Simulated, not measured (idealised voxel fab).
Module name: voxel gate over fins (process module)
Square cells of 5 nm make up the cross-section cut, whose width is 160 nm.
This document writes a cross-section as a grid whose cells are square, and gives it as bands, listed from the top down; one or more rows of cells form a band.
In this notation a band is specified by the heights of its top and bottom, in that order and in nm, after which its materials appear from left to right, each paired with its width in nm. The word "full width" attached to a single material means that material fills the band from edge to edge; the word "empty" stands for empty space.
Below 0: as-received wafer, all one material; heights counted from there. Lowest band: no bottom, goes on down, written "from 0 down".
The expression "30 to 40" gives the width at the extremes of the band, the first number at its top row of cells and the second at its bottom row, with the width changing by equal amounts from each row to the next in between.
Basically "all unchanged" means that step didn't change any cell in the cross-section.
For the entry "Listed closed voids", the listed items are empty spaces with no open way to the top whose size is 8 cells or more; each item follows the pattern width x height at distance, where distance is from the left edge and all three are in nm.
On each step's line, the part that comes after the settings is the simulator's own comment on the step.
overlay nm: where the mask lay relative to plan, measured to the right, on steps with a mask; negatives go left.
How should the pairs below be read? Each gives the cross-section before one process step and the cross-section after it, the latter drawn only to the lowest band that changed; the step that lies between them, with its settings, appears under the pair. Does a pair pick up where the pair above left off? Only where its entry headed "Cross-section, before" says so, since pairs can come from different runs of this module on the same starting wafer.

## Cross-section, before
	from 15 to 10 = empty 5 nm | TiAl 45 nm | empty 5 nm | TiAl 45 nm | empty 5 nm | TiAl 45 nm | empty 10 nm
	from 10 to 5 = empty 5 nm | TiAl 5 nm | TiN 35 nm | TiAl 5 nm | empty 5 nm | TiAl 5 nm | TiN 35 nm | TiAl 5 nm | empty 5 nm | TiAl 5 nm | TiN 35 nm | TiAl 5 nm | empty 10 nm
	from 5 to 0 = empty 5 nm | TiAl 5 nm | TiN 5 nm | HfO2 25 nm | TiN 5 nm | TiAl 5 nm | empty 5 nm | TiAl 5 nm | TiN 5 nm | HfO2 25 nm | TiN 5 nm | TiAl 5 nm | empty 5 nm | TiAl 5 nm | TiN 5 nm | HfO2 25 nm | TiN 5 nm | TiAl 5 nm | empty 10 nm
	from 0 to -25 = empty 5 nm | TiAl 5 nm | TiN 5 nm | HfO2 5 nm | Si 15 nm | HfO2 5 nm | TiN 5 nm | TiAl 5 nm | empty 5 nm | TiAl 5 nm | TiN 5 nm | HfO2 5 nm | Si 15 nm | HfO2 5 nm | TiN 5 nm | TiAl 5 nm | empty 5 nm | TiAl 5 nm | TiN 5 nm | HfO2 5 nm | Si 15 nm | HfO2 5 nm | TiN 5 nm | TiAl 5 nm | empty 10 nm
	from -25 to -30 = TiAl 10 nm | TiN 5 nm | HfO2 5 nm | Si 15 nm | HfO2 5 nm | TiN 5 nm | TiAl 15 nm | TiN 5 nm | HfO2 5 nm | Si 15 nm | HfO2 5 nm | TiN 5 nm | TiAl 15 nm | TiN 5 nm | HfO2 5 nm | Si 15 nm | HfO2 5 nm | TiN 5 nm | TiAl 15 nm
	from -30 to -35 = TiN 15 nm | HfO2 5 nm | Si 15 nm | HfO2 5 nm | TiN 25 nm | HfO2 5 nm | Si 15 nm | HfO2 5 nm | TiN 25 nm | HfO2 5 nm | Si 15 nm | HfO2 5 nm | TiN 20 nm
	from -35 to -40 = HfO2 20 nm | Si 15 nm | HfO2 35 nm | Si 15 nm | HfO2 35 nm | Si 15 nm | HfO2 25 nm
	from -40 down = Si full width
	Listed closed voids: none

## Cross-Section Thereafter
	from 20 to 15 = TiN 155 nm | empty 5 nm
	from 15 to 10 = TiN 5 nm | TiAl 45 nm | TiN 5 nm | TiAl 45 nm | TiN 5 nm | TiAl 45 nm | TiN 5 nm | empty 5 nm
	from 10 to 5 = TiN 5 nm | TiAl 5 nm | TiN 35 nm | TiAl 5 nm | TiN 5 nm | TiAl 5 nm | TiN 35 nm | TiAl 5 nm | TiN 5 nm | TiAl 5 nm | TiN 35 nm | TiAl 5 nm | TiN 5 nm | empty 5 nm
	from 5 to 0 = TiN 5 nm | TiAl 5 nm | TiN 5 nm | HfO2 25 nm | TiN 5 nm | TiAl 5 nm | TiN 5 nm | TiAl 5 nm | TiN 5 nm | HfO2 25 nm | TiN 5 nm | TiAl 5 nm | TiN 5 nm | TiAl 5 nm | TiN 5 nm | HfO2 25 nm | TiN 5 nm | TiAl 5 nm | TiN 5 nm | empty 5 nm
	from 0 to -20 = TiN 5 nm | TiAl 5 nm | TiN 5 nm | HfO2 5 nm | Si 15 nm | HfO2 5 nm | TiN 5 nm | TiAl 5 nm | TiN 5 nm | TiAl 5 nm | TiN 5 nm | HfO2 5 nm | Si 15 nm | HfO2 5 nm | TiN 5 nm | TiAl 5 nm | TiN 5 nm | TiAl 5 nm | TiN 5 nm | HfO2 5 nm | Si 15 nm | HfO2 5 nm | TiN 5 nm | TiAl 5 nm | TiN 5 nm | empty 5 nm
	from -20 to -25 = TiN 5 nm | TiAl 5 nm | TiN 5 nm | HfO2 5 nm | Si 15 nm | HfO2 5 nm | TiN 5 nm | TiAl 5 nm | TiN 5 nm | TiAl 5 nm | TiN 5 nm | HfO2 5 nm | Si 15 nm | HfO2 5 nm | TiN 5 nm | TiAl 5 nm | TiN 5 nm | TiAl 5 nm | TiN 5 nm | HfO2 5 nm | Si 15 nm | HfO2 5 nm | TiN 5 nm | TiAl 5 nm | TiN 10 nm
	Lower than -25, everything is as it was.
	Listed closed voids: none
Going from one cross-section above to the next, the wafer undergoes op CONFORMAL_DEP | material TiN | thk nm 5

Cross-section, before: the after view from the pair directly above serves as the before view here.

## Cross-Section Thereafter
	from 35 to 20 = W full width
	from 20 to 15 = TiN 155 nm | W 5 nm
	from 15 to 10 = TiN 5 nm | TiAl 45 nm | TiN 5 nm | TiAl 45 nm | TiN 5 nm | TiAl 45 nm | TiN 5 nm | W 5 nm
	from 10 to 5 = TiN 5 nm | TiAl 5 nm | TiN 35 nm | TiAl 5 nm | TiN 5 nm | TiAl 5 nm | TiN 35 nm | TiAl 5 nm | TiN 5 nm | TiAl 5 nm | TiN 35 nm | TiAl 5 nm | TiN 5 nm | W 5 nm
	from 5 to 0 = TiN 5 nm | TiAl 5 nm | TiN 5 nm | HfO2 25 nm | TiN 5 nm | TiAl 5 nm | TiN 5 nm | TiAl 5 nm | TiN 5 nm | HfO2 25 nm | TiN 5 nm | TiAl 5 nm | TiN 5 nm | TiAl 5 nm | TiN 5 nm | HfO2 25 nm | TiN 5 nm | TiAl 5 nm | TiN 5 nm | W 5 nm
	from 0 to -20 = TiN 5 nm | TiAl 5 nm | TiN 5 nm | HfO2 5 nm | Si 15 nm | HfO2 5 nm | TiN 5 nm | TiAl 5 nm | TiN 5 nm | TiAl 5 nm | TiN 5 nm | HfO2 5 nm | Si 15 nm | HfO2 5 nm | TiN 5 nm | TiAl 5 nm | TiN 5 nm | TiAl 5 nm | TiN 5 nm | HfO2 5 nm | Si 15 nm | HfO2 5 nm | TiN 5 nm | TiAl 5 nm | TiN 5 nm | W 5 nm
	Lower than -20, everything is as it was.
	Listed closed voids: none
Going from one cross-section above to the next, the wafer undergoes op FILL_DEP | material W | thk nm 15

Cross-section, before: the after view from the pair directly above serves as the before view here.

## Cross-Section Thereafter
	from 30 to 20 = W full width
	Lower than 20, everything is as it was.
	Listed closed voids: none
Going from one cross-section above to the next, the wafer undergoes op CMP | height nm 30

Cross-section, before: the after view from the pair directly above serves as the before view here.

## Cross-Section Thereafter
	from 40 to 30 = SiCN full width
	Lower than 30, everything is as it was.
	Listed closed voids: none
Going from one cross-section above to the next, the wafer undergoes op CONFORMAL_DEP | material SiCN | thk nm 10

## Cross-section, before
	from 20 to 5 = aC full width
	from 5 to 0 = SiO2 20 nm | SiN 15 nm | SiO2 35 nm | SiN 15 nm | SiO2 35 nm | SiN 15 nm | SiO2 25 nm
	from 0 to -40 = SiO2 20 nm | Si 15 nm | SiO2 35 nm | Si 15 nm | SiO2 35 nm | Si 15 nm | SiO2 25 nm
	from -40 down = Si full width
	Listed closed voids: none

## Cross-Section Thereafter
	from 50 to 20 = empty 45 nm | resist 15 nm | empty 100 nm
	Lower than 20, everything is as it was.
	Listed closed voids: none
Going from one cross-section above to the next, the wafer undergoes op PATTERN | tone cover | mask id RAIL | material resist | width nm 15 | thk nm 30 | overlay nm 0

Cross-section, before: the after view from the pair directly above serves as the before view here.

## Cross-Section Thereafter
	from 35 to 20 = empty 45 nm | resist 15 nm | empty 100 nm
	from 20 to 5 = empty 45 nm | aC 15 nm | empty 100 nm
	Lower than 5, everything is as it was.
	Listed closed voids: none
Going from one cross-section above to the next, the wafer undergoes op DIRECTIONAL_ETCH | etch materials aC | depth nm 15

Cross-section, before: the after view from the pair directly above serves as the before view here.

## Cross-Section Thereafter
	from 20 to 5 = empty 45 nm | aC 15 nm | empty 100 nm
	Lower than 5, everything is as it was.
	Listed closed voids: none
Going from one cross-section above to the next, the wafer undergoes op STRIP | etch materials resist

Cross-section, before: the after view from the pair directly above serves as the before view here.

## Cross-Section Thereafter
	from 20 to 5 = empty 45 nm | aC 15 nm | empty 100 nm
	from 5 to 0 = empty 20 nm | SiN 15 nm | empty 10 nm | SiO2 15 nm | empty 10 nm | SiN 15 nm | empty 35 nm | SiN 15 nm | empty 25 nm
	from 0 to -35 = empty 20 nm | Si 15 nm | empty 10 nm | SiO2 15 nm | empty 10 nm | Si 15 nm | empty 35 nm | Si 15 nm | empty 25 nm
	Lower than -35, everything is as it was.
	Listed closed voids: none
Going from one cross-section above to the next, the wafer undergoes op DIRECTIONAL_ETCH | etch materials SiO2 | depth nm 40

Cross-section, before: the after view from the pair directly above serves as the before view here.

## Cross-Section Thereafter
	from 5 to 0 = empty 20 nm | SiN 15 nm | empty 10 nm | SiO2 15 nm | empty 10 nm | SiN 15 nm | empty 35 nm | SiN 15 nm | empty 25 nm
	Lower than 0, everything is as it was.
	Listed closed voids: none
Going from one cross-section above to the next, the wafer undergoes op STRIP | etch materials aC

Cross-section, before: the after view from the pair directly above serves as the before view here.

## Cross-Section Thereafter
	from 10 to 5 = empty 15 nm | TiN 75 nm | empty 25 nm | TiN 25 nm | empty 20 nm
	from 5 to 0 = empty 15 nm | TiN 5 nm | SiN 15 nm | TiN 10 nm | SiO2 15 nm | TiN 10 nm | SiN 15 nm | TiN 5 nm | empty 25 nm | TiN 5 nm | SiN 15 nm | TiN 5 nm | empty 20 nm
	from 0 to -30 = empty 15 nm | TiN 5 nm | Si 15 nm | TiN 10 nm | SiO2 15 nm | TiN 10 nm | Si 15 nm | TiN 5 nm | empty 25 nm | TiN 5 nm | Si 15 nm | TiN 5 nm | empty 20 nm
	from -30 to -35 = TiN 20 nm | Si 15 nm | TiN 10 nm | SiO2 15 nm | TiN 10 nm | Si 15 nm | TiN 35 nm | Si 15 nm | TiN 25 nm
	Lower than -35, everything is as it was.
	Listed closed voids: none
Going from one cross-section above to the next, the wafer undergoes op CONFORMAL_DEP | material TiN | thk nm 5

Cross-section, before: the after view from the pair directly above serves as the before view here.

## Cross-Section Thereafter
	from 15 to 10 = Ru full width
	from 10 to 5 = Ru 15 nm | TiN 75 nm | Ru 25 nm | TiN 25 nm | Ru 20 nm
	from 5 to 0 = Ru 15 nm | TiN 5 nm | SiN 15 nm | TiN 10 nm | SiO2 15 nm | TiN 10 nm | SiN 15 nm | TiN 5 nm | Ru 25 nm | TiN 5 nm | SiN 15 nm | TiN 5 nm | Ru 20 nm
	from 0 to -30 = Ru 15 nm | TiN 5 nm | Si 15 nm | TiN 10 nm | SiO2 15 nm | TiN 10 nm | Si 15 nm | TiN 5 nm | Ru 25 nm | TiN 5 nm | Si 15 nm | TiN 5 nm | Ru 20 nm
	Lower than -30, everything is as it was.
	Listed closed voids: none
Going from one cross-section above to the next, the wafer undergoes op FILL_DEP | material Ru | thk nm 5

Cross-section, before: the after view from the pair directly above serves as the before view here.

## Cross-Section Thereafter
	from 5 to 0 = Ru 15 nm | TiN 5 nm | SiN 15 nm | TiN 10 nm | SiO2 15 nm | TiN 10 nm | SiN 15 nm | TiN 5 nm | Ru 25 nm | TiN 5 nm | SiN 15 nm | TiN 5 nm | Ru 20 nm
	Lower than 0, everything is as it was.
	Listed closed voids: none
Going from one cross-section above to the next, the wafer undergoes op CMP | height nm 5

Cross-section, before: the after view from the pair directly above serves as the before view here.

## Cross-Section Thereafter
	from 5 to 0 = empty 20 nm | SiN 15 nm | empty 10 nm | SiO2 15 nm | empty 10 nm | SiN 15 nm | empty 35 nm | SiN 15 nm | empty 25 nm
	from 0 to -20 = empty 20 nm | Si 15 nm | empty 10 nm | SiO2 15 nm | empty 10 nm | Si 15 nm | empty 35 nm | Si 15 nm | empty 25 nm
	Lower than -20, everything is as it was.
	Listed closed voids: none
Going from one cross-section above to the next, the wafer undergoes op SELECTIVE_ETCH | etch materials W Ru TiN | depth nm 25

Cross-section, before: the after view from the pair directly above serves as the before view here.

## Cross-Section Thereafter
	from 10 to 5 = SiO2 full width
	from 5 to 0 = SiO2 20 nm | SiN 15 nm | SiO2 35 nm | SiN 15 nm | SiO2 35 nm | SiN 15 nm | SiO2 25 nm
	from 0 to -20 = SiO2 20 nm | Si 15 nm | SiO2 35 nm | Si 15 nm | SiO2 35 nm | Si 15 nm | SiO2 25 nm
	Lower than -20, everything is as it was.
	Listed closed voids: none
Going from one cross-section above to the next, the wafer undergoes op FILL_DEP | material SiO2 | thk nm 5

Cross-section, before: the after view from the pair directly above serves as the before view here.

## Cross-Section Thereafter
	from 5 to 0 = SiO2 20 nm | SiN 15 nm | SiO2 35 nm | SiN 15 nm | SiO2 35 nm | SiN 15 nm | SiO2 25 nm
	Lower than 0, everything is as it was.
	Listed closed voids: none
Going from one cross-section above to the next, the wafer undergoes op CMP | height nm 5

Cross-section, before: the after view from the pair directly above serves as the before view here.

## Cross-Section Thereafter
	from 5 to 0 = empty 20 nm | SiN 15 nm | empty 35 nm | SiN 15 nm | empty 35 nm | SiN 15 nm | empty 25 nm
	from 0 to -10 = empty 20 nm | Si 15 nm | empty 35 nm | Si 15 nm | empty 35 nm | Si 15 nm | empty 25 nm
	Lower than -10, everything is as it was.
	Listed closed voids: none
Going from one cross-section above to the next, the wafer undergoes op SELECTIVE_ETCH | etch materials SiO2 | depth nm 15

Cross-section, before: the after view from the pair directly above serves as the before view here.

## Cross-Section Thereafter
	from 0 to -10 = empty 20 nm | Si 15 nm | empty 35 nm | Si 15 nm | empty 35 nm | Si 15 nm | empty 25 nm
	Lower than -10, everything is as it was.
	Listed closed voids: none
Going from one cross-section above to the next, the wafer undergoes op STRIP | etch materials SiN

Cross-section, before: the after view from the pair directly above serves as the before view here.

## Cross-Section Thereafter
	from 5 to 0 = empty 15 nm | HfO2 25 nm | empty 25 nm | HfO2 25 nm | empty 25 nm | HfO2 25 nm | empty 20 nm
	from 0 to -5 = empty 15 nm | HfO2 5 nm | Si 15 nm | HfO2 5 nm | empty 25 nm | HfO2 5 nm | Si 15 nm | HfO2 5 nm | empty 25 nm | HfO2 5 nm | Si 15 nm | HfO2 5 nm | empty 20 nm
	from -5 to -10 = HfO2 20 nm | Si 15 nm | HfO2 35 nm | Si 15 nm | HfO2 35 nm | Si 15 nm | HfO2 25 nm
	Lower than -10, everything is as it was.
	Listed closed voids: none
Going from one cross-section above to the next, the wafer undergoes op CONFORMAL_DEP | material HfO2 | thk nm 5

Cross-section, before: the after view from the pair directly above serves as the before view here.

## Cross-Section Thereafter
	from 10 to 5 = empty 10 nm | TiN 35 nm | empty 15 nm | TiN 35 nm | empty 15 nm | TiN 35 nm | empty 15 nm
	from 5 to 0 = empty 10 nm | TiN 5 nm | HfO2 25 nm | TiN 5 nm | empty 15 nm | TiN 5 nm | HfO2 25 nm | TiN 5 nm | empty 15 nm | TiN 5 nm | HfO2 25 nm | TiN 5 nm | empty 15 nm
	from 0 to -5 = TiN 15 nm | HfO2 5 nm | Si 15 nm | HfO2 5 nm | TiN 25 nm | HfO2 5 nm | Si 15 nm | HfO2 5 nm | TiN 25 nm | HfO2 5 nm | Si 15 nm | HfO2 5 nm | TiN 20 nm
	Lower than -5, everything is as it was.
	Listed closed voids: none
Going from one cross-section above to the next, the wafer undergoes op CONFORMAL_DEP | material TiN | thk nm 5

Cross-section, before: the after view from the pair directly above serves as the before view here.

## Cross-Section Thereafter
	from 15 to 10 = empty 5 nm | TiAl 45 nm | empty 5 nm | TiAl 45 nm | empty 5 nm | TiAl 45 nm | empty 10 nm
	from 10 to 5 = empty 5 nm | TiAl 5 nm | TiN 35 nm | TiAl 5 nm | empty 5 nm | TiAl 5 nm | TiN 35 nm | TiAl 5 nm | empty 5 nm | TiAl 5 nm | TiN 35 nm | TiAl 5 nm | empty 10 nm
	from 5 to 0 = TiAl 10 nm | TiN 5 nm | HfO2 25 nm | TiN 5 nm | TiAl 15 nm | TiN 5 nm | HfO2 25 nm | TiN 5 nm | TiAl 15 nm | TiN 5 nm | HfO2 25 nm | TiN 5 nm | TiAl 15 nm
	Lower than 0, everything is as it was.
	Listed closed voids: none
Going from one cross-section above to the next, the wafer undergoes op CONFORMAL_DEP | material TiAl | thk nm 5

Cross-section, before: the after view from the pair directly above serves as the before view here.

## Cross-Section Thereafter
	from 20 to 15 = TiN 155 nm | empty 5 nm
	from 15 to 10 = TiN 5 nm | TiAl 45 nm | TiN 5 nm | TiAl 45 nm | TiN 5 nm | TiAl 45 nm | TiN 5 nm | empty 5 nm
	from 10 to 5 = TiN 5 nm | TiAl 5 nm | TiN 35 nm | TiAl 5 nm | TiN 5 nm | TiAl 5 nm | TiN 35 nm | TiAl 5 nm | TiN 5 nm | TiAl 5 nm | TiN 35 nm | TiAl 5 nm | TiN 10 nm
	Lower than 5, everything is as it was.
	Listed closed voids: none
Going from one cross-section above to the next, the wafer undergoes op CONFORMAL_DEP | material TiN | thk nm 5

Cross-section, before: the after view from the pair directly above serves as the before view here.

## Cross-Section Thereafter
	from 35 to 20 = W full width
	from 20 to 15 = TiN 155 nm | W 5 nm
	from 15 to 10 = TiN 5 nm | TiAl 45 nm | TiN 5 nm | TiAl 45 nm | TiN 5 nm | TiAl 45 nm | TiN 5 nm | W 5 nm
	Lower than 10, everything is as it was.
	Listed closed voids: none
Going from one cross-section above to the next, the wafer undergoes op FILL_DEP | material W | thk nm 15

Cross-section, before: the after view from the pair directly above serves as the before view here.

## Cross-Section Thereafter
	from 30 to 20 = W full width
	Lower than 20, everything is as it was.
	Listed closed voids: none
Going from one cross-section above to the next, the wafer undergoes op CMP | height nm 30

Cross-section, before: the after view from the pair directly above serves as the before view here.

## Cross-Section Thereafter
	from 40 to 30 = SiCN full width
	Lower than 30, everything is as it was.
	Listed closed voids: none
Going from one cross-section above to the next, the wafer undergoes op CONFORMAL_DEP | material SiCN | thk nm 10
